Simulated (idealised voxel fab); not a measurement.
Process module in this document: voxel wiring stack
cross-section cut | 265 nm wide | cells 5 nm
Notation: cross-section as square-cell grid; stated in bands, top first, going down; one or more cell rows per band.
First you get the band's top height and its bottom height, in nm, and then the materials it's made of, left to right, with each width in nm. If you see a single material with "full width", that one covers the band edge to edge. "empty" is empty space.
For the purposes of this specification, 0 denotes the height below which the wafer in its as-received condition is composed wholly of one material, and the lowermost band, lacking a lower limit, extends downward without end, as expressed in "0 down".
The two numbers in a width such as "30->40" mark its ends across the band: the first belongs to the top row of cells, the second to the bottom row, and from each row to the next the width moves by the same amount.
You'll sometimes find "no modification" written for a step, and that's the way of saying that nowhere in the cross-section did a cell change during that step.
Any empty space of 8 cells or more lacking an open way to the top shows up in "Voids, enclosed" as width x height at distance, distance from the left edge, in nm.
Whatever follows a step's settings on its line is a remark the simulator itself makes about that step.
What "overlay nm" on a step's line means: if the step has a mask, that mask lay this far to the right of its planned place, or, when the value is negative, to the left.
[This section lists the process steps that were planned]
1. RECEIVE (material Si)
2. CONFORMAL_DEP (material SiO2; thk nm 10)
3. CONFORMAL_DEP (material SiN; thk nm 5)
4. DIRECTIONAL_DEP (material SiO2; thk nm 15)
5. DIRECTIONAL_DEP (material aC; thk nm 10)
6. PATTERN (tone open; mask id METAL_1; material resist; width nm 20; pitch nm 45; thk nm 25; overlay nm 0)
7. DIRECTIONAL_ETCH (etch materials aC; depth nm 10)
8. STRIP (etch materials resist)
9. DIRECTIONAL_ETCH (etch materials SiO2; depth nm 15)
10. DIRECTIONAL_ETCH (etch materials SiN; depth nm 5)
11. STRIP (etch materials aC)
12. CONFORMAL_DEP (material TiN; thk nm 5)
13. FILL_DEP (material W; thk nm 10)
14. CMP (height nm 30)
15. CONFORMAL_DEP (material SiCN; thk nm 5)
16. DIRECTIONAL_DEP (material SiO2; thk nm 35)
17. DIRECTIONAL_DEP (material aC; thk nm 10)
18. PATTERN (tone open; mask id METAL_2_HOLES; material resist; width nm 15; pitch nm 90; thk nm 30; overlay nm 0)
19. DIRECTIONAL_ETCH (etch materials aC; depth nm 10)
20. STRIP (etch materials resist)
21. DIRECTIONAL_ETCH (etch materials SiO2; depth nm 35)
22. STRIP (etch materials aC)
23. MASKED_ETCH (tone open; mask id METAL_2; width nm 20; pitch nm 45; etch materials SiO2; depth nm 20; overlay nm 0)
24. MASKED_ETCH (tone open; mask id METAL_2; width nm 20; pitch nm 45; etch materials SiCN; depth nm 5; overlay nm 0)
25. CONFORMAL_DEP (material TiN; thk nm 5)
26. FILL_DEP (material Cu; thk nm 10)
27. CMP (height nm 70)
28. CONFORMAL_DEP (material SiCN; thk nm 5)
29. DIRECTIONAL_DEP (material lowk; thk nm 25)
30. PATTERN (tone open; mask id METAL_3; material resist; width nm 20; pitch nm 45; thk nm 20; overlay nm 0)
31. DIRECTIONAL_ETCH (etch materials lowk; depth nm 15)
32. STRIP (etch materials resist)
33. MASKED_ETCH (tone open; mask id METAL_3_HOLES; width nm 15; pitch nm 45; etch materials lowk; depth nm 10; overlay nm 0)
34. MASKED_ETCH (tone open; mask id METAL_3_HOLES; width nm 15; pitch nm 45; etch materials SiCN; depth nm 5; overlay nm 0)
35. CONFORMAL_DEP (material TiN; thk nm 5)
36. FILL_DEP (material Cu; thk nm 10)
37. CMP (height nm 100)
38. CONFORMAL_DEP (material SiCN; thk nm 5)
39. DIRECTIONAL_DEP (material lowk; thk nm 25)
40. MASKED_ETCH (tone open; mask id METAL_4_HOLES; width nm 15; pitch nm 45; etch materials lowk; depth nm 25; overlay nm 0)
41. MASKED_ETCH (tone open; mask id METAL_4; width nm 20; pitch nm 45; etch materials lowk; depth nm 15; overlay nm 0)
42. MASKED_ETCH (tone open; mask id METAL_4; width nm 20; pitch nm 45; etch materials SiCN; depth nm 5; overlay nm 0)
43. CONFORMAL_DEP (material TiN; thk nm 5)
44. FILL_DEP (material Ru; thk nm 10)
45. CMP (height nm 130)
46. CONFORMAL_DEP (material SiCN; thk nm 5)
[Shown in cross-section is the wafer as received, that is, as it stands after step 1]
0 down: Si full width
Voids, enclosed: none
[As-planned run: cross-section of the first of two wafers at end of module]
135 to 130: SiCN full width
130 to 120: lowk 55, TiN 5, Ru 10, TiN 5, lowk 25, TiN 5, Ru 10, TiN 5, lowk 25, TiN 5, Ru 10, TiN 5, lowk 25, TiN 5, Ru 10, TiN 5, lowk 55
120 to 115: lowk 55, TiN 5, Ru 5, TiN 10, lowk 25, TiN 5, Ru 5, TiN 10, lowk 25, TiN 5, Ru 5, TiN 10, lowk 25, TiN 5, Ru 5, TiN 10, lowk 55
115 to 105: lowk 55, TiN 5, Ru 5, TiN 5, lowk 30, TiN 5, Ru 5, TiN 5, lowk 30, TiN 5, Ru 5, TiN 5, lowk 30, TiN 5, Ru 5, TiN 5, lowk 60
105 to 100: SiCN 55, TiN 15, SiCN 30, TiN 15, SiCN 30, TiN 15, SiCN 30, TiN 15, SiCN 60
100 to 90: lowk 55, TiN 5, Cu 10, TiN 5, lowk 25, TiN 5, Cu 10, TiN 5, lowk 25, TiN 5, Cu 10, TiN 5, lowk 25, TiN 5, Cu 10, TiN 5, lowk 55
90 to 85: lowk 55, TiN 5, Cu 5, TiN 10, lowk 25, TiN 5, Cu 5, TiN 10, lowk 25, TiN 5, Cu 5, TiN 10, lowk 25, TiN 5, Cu 5, TiN 10, lowk 55
85 to 75: lowk 55, TiN 5, Cu 5, TiN 5, lowk 30, TiN 5, Cu 5, TiN 5, lowk 30, TiN 5, Cu 5, TiN 5, lowk 30, TiN 5, Cu 5, TiN 5, lowk 60
75 to 70: SiCN 55, TiN 15, SiCN 30, TiN 15, SiCN 30, TiN 15, SiCN 30, TiN 15, SiCN 60
70 to 55: SiO2 55, TiN 5, Cu 10, TiN 5, SiO2 25, TiN 5, Cu 10, TiN 5, SiO2 25, TiN 5, Cu 10, TiN 5, SiO2 25, TiN 5, Cu 10, TiN 5, SiO2 55
55 to 50: SiO2 55, TiN 5, Cu 5, TiN 10, SiO2 25, TiN 20, SiO2 25, TiN 5, Cu 5, TiN 10, SiO2 25, TiN 20, SiO2 55
50 to 35: SiO2 55, TiN 5, Cu 5, TiN 5, SiO2 75, TiN 5, Cu 5, TiN 5, SiO2 105
35 to 30: SiCN 55, TiN 15, SiCN 75, TiN 15, SiCN 105
30 to 15: SiO2 55, TiN 5, W 10, TiN 5, SiO2 25, TiN 5, W 10, TiN 5, SiO2 25, TiN 5, W 10, TiN 5, SiO2 25, TiN 5, W 10, TiN 5, SiO2 55
15 to 10: SiN 55, TiN 20, SiN 25, TiN 20, SiN 25, TiN 20, SiN 25, TiN 20, SiN 55
10 to 0: SiO2 full width
0 down: Si full width
Voids, enclosed: none
[Presented here is a cross-section of the second of the two wafers as it stood at the end of the module. It was started in the same manner and assigned the same plan as the first wafer; however, one mistake was made in its execution]
135 to 130: SiCN full width
130 to 120: lowk 55, TiN 5, Ru 10, TiN 5, lowk 25, TiN 5, Ru 10, TiN 5, lowk 25, TiN 5, Ru 10, TiN 5, lowk 25, TiN 5, Ru 10, TiN 5, lowk 55
120 to 115: lowk 55, TiN 5, Ru 5, TiN 10, lowk 25, TiN 5, Ru 5, TiN 10, lowk 25, TiN 5, Ru 5, TiN 10, lowk 25, TiN 5, Ru 5, TiN 10, lowk 55
115 to 105: lowk 55, TiN 5, Ru 5, TiN 5, lowk 30, TiN 5, Ru 5, TiN 5, lowk 30, TiN 5, Ru 5, TiN 5, lowk 30, TiN 5, Ru 5, TiN 5, lowk 60
105 to 100: SiCN 55, TiN 15, SiCN 30, TiN 15, SiCN 30, TiN 15, SiCN 30, TiN 15, SiCN 60
100 to 90: lowk 50, TiN 5->10, Cu 15->10, TiN 5, lowk 20, TiN 5->10, Cu 15->10, TiN 5, lowk 20, TiN 5->10, Cu 15->10, TiN 5, lowk 20, TiN 5->10, Cu 15->10, TiN 5, lowk 55
90 to 80: lowk 55, TiN 5, Cu 10, TiN 5, lowk 25, TiN 5, Cu 10, TiN 5, lowk 25, TiN 5, Cu 10, TiN 5, lowk 25, TiN 5, Cu 10, TiN 5, lowk 55
80 to 75: lowk 55, TiN 5, Cu 5, TiN 10, lowk 25, TiN 5, Cu 5, TiN 10, lowk 25, TiN 5, Cu 5, TiN 10, lowk 25, TiN 5, Cu 5, TiN 10, lowk 55
75 to 70: SiCN 55, TiN 15, SiCN 30, TiN 15, SiCN 30, TiN 15, SiCN 30, TiN 15, SiCN 60
70 to 55: SiO2 55, TiN 5, Cu 10, TiN 5, SiO2 25, TiN 5, Cu 10, TiN 5, SiO2 25, TiN 5, Cu 10, TiN 5, SiO2 25, TiN 5, Cu 10, TiN 5, SiO2 55
55 to 50: SiO2 55, TiN 5, Cu 5, TiN 10, SiO2 25, TiN 20, SiO2 25, TiN 5, Cu 5, TiN 10, SiO2 25, TiN 20, SiO2 55
50 to 35: SiO2 55, TiN 5, Cu 5, TiN 5, SiO2 75, TiN 5, Cu 5, TiN 5, SiO2 105
35 to 30: SiCN 55, TiN 15, SiCN 75, TiN 15, SiCN 105
30 to 15: SiO2 55, TiN 5, W 10, TiN 5, SiO2 25, TiN 5, W 10, TiN 5, SiO2 25, TiN 5, W 10, TiN 5, SiO2 25, TiN 5, W 10, TiN 5, SiO2 55
15 to 10: SiN 55, TiN 20, SiN 25, TiN 20, SiN 25, TiN 20, SiN 25, TiN 20, SiN 55
10 to 0: SiO2 full width
0 down: Si full width
Voids, enclosed: none
The plan and the run diverged here: step 33 was not run as planned; what actually ran was MASKED_ETCH (tone open; mask id METAL_3_HOLES; width nm 25; pitch nm 45; etch materials lowk; depth nm 10; overlay nm 0)
In the final state, the cell counts of the second wafer exceed or fall short of those of the first for the following materials: +12 Cu, +4 TiN, -16 lowk
